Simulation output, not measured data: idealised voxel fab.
Process module in this document: voxel self aligned vias
Square cells of 5 nm make up the cross-section cut, whose width is 295 nm.
Cross-section = grid of square cells, listed top down in bands; band = one or more rows. Band: top and bottom heights (nm) first, top before bottom; then materials from left to right, widths in nm. "all across" marks a sole material filling the band edge to edge. "blank" denotes empty space. For the purposes of this specification, 0 denotes the height below which the wafer in its as-received condition is composed wholly of one material, and the lowermost band, lacking a lower limit, extends downward without end, as expressed in "0 -> down". The expression "30..40" gives the width at the extremes of the band, the first number at its top row of cells and the second at its bottom row, with the width changing by equal amounts from each row to the next in between. Where a step carries "no modifications", the cross-section came out of it unchanged, cell for cell. The entry titled "Fully closed voids" provides the empty spaces that have no open way to the top, restricted to those of 8 cells or more. Each is presented as width x height at distance, the distance being measured from the left edge, with all three in nm. The remark found on a step's line after its settings is issued by the simulator itself and pertains to that step. overlay nm: mask offset rightward from planned place, masked step; negative means leftward offset.

INTENDED PROCESS STEPS
1,RECEIVE | material Si
2,CONFORMAL_DEP | material SiO2 | thk nm 10
3,CONFORMAL_DEP | material SiCN | thk nm 5
4,DIRECTIONAL_DEP | material lowk | thk nm 30
5,DIRECTIONAL_DEP | material aC | thk nm 15
6,PATTERN | tone open | mask id LINES | material resist | width nm 30 | pitch nm 70 | thk nm 35 | overlay nm 0
7,DIRECTIONAL_ETCH | etch materials aC | depth nm 15
8,STRIP | etch materials resist
9,DIRECTIONAL_ETCH | etch materials lowk | depth nm 30
10,STRIP | etch materials aC
11,CONFORMAL_DEP | material TiN | thk nm 5
12,FILL_DEP | material W | thk nm 10
13,CMP | height nm 35
14,SELECTIVE_ETCH | etch materials W Ru TiN | depth nm 10
15,FILL_DEP | material SiN | thk nm 10
16,CMP | height nm 45
17,DIRECTIONAL_DEP | material lowk | thk nm 20
18,PATTERN | tone open | mask id VIAS | material resist | width nm 40 | thk nm 15 | overlay nm 0
19,DIRECTIONAL_ETCH | etch materials lowk | depth nm 20
20,DIRECTIONAL_ETCH | etch materials SiN | depth nm 10
21,STRIP | etch materials resist
22,CONFORMAL_DEP | material TiN | thk nm 5
23,FILL_DEP | material W | thk nm 5
24,CMP | height nm 65
25,CONFORMAL_DEP | material SiCN | thk nm 5
Where the wafers of this document differ is in the height nm of step 13; they start out the same, and the plan states the value that applied to the first wafer.

THE AS-RECEIVED CROSS-SECTION OF THE FIRST OF SEVERAL WAFERS CORRESPONDS TO THE STATE AFTER STEP 1
> 0 -> down = Si all across
> Fully closed voids: none

PER-WAFER ROWS BELOW. FOR EACH MATERIAL: CELLS GAINED (+) OR LOST (-) SINCE THE WAFER WAS RECEIVED, AS OF END OF MODULE. THEN: CLOSED VOIDS
height nm 35 | +118 SiCN | +126 SiN | +118 SiO2 | +34 TiN | +38 W | +392 lowk | Fully closed voids: none
height nm 40 | +118 SiCN | +69 SiN | +118 SiO2 | +38 TiN | +44 W | +439 lowk | Fully closed voids: none
height nm 45 | +118 SiCN | +12 SiN | +118 SiO2 | +42 TiN | +50 W | +486 lowk | Fully closed voids: none
height nm 50 | +118 SiCN | +6 SiN | +118 SiO2 | +44 TiN | +54 W | +486 lowk | Fully closed voids: none
height nm 55 | +118 SiCN | +118 SiO2 | +46 TiN | +58 W | +486 lowk | Fully closed voids: none
height nm 60 | +118 SiCN | +118 SiO2 | +46 TiN | +58 W | +486 lowk | Fully closed voids: none
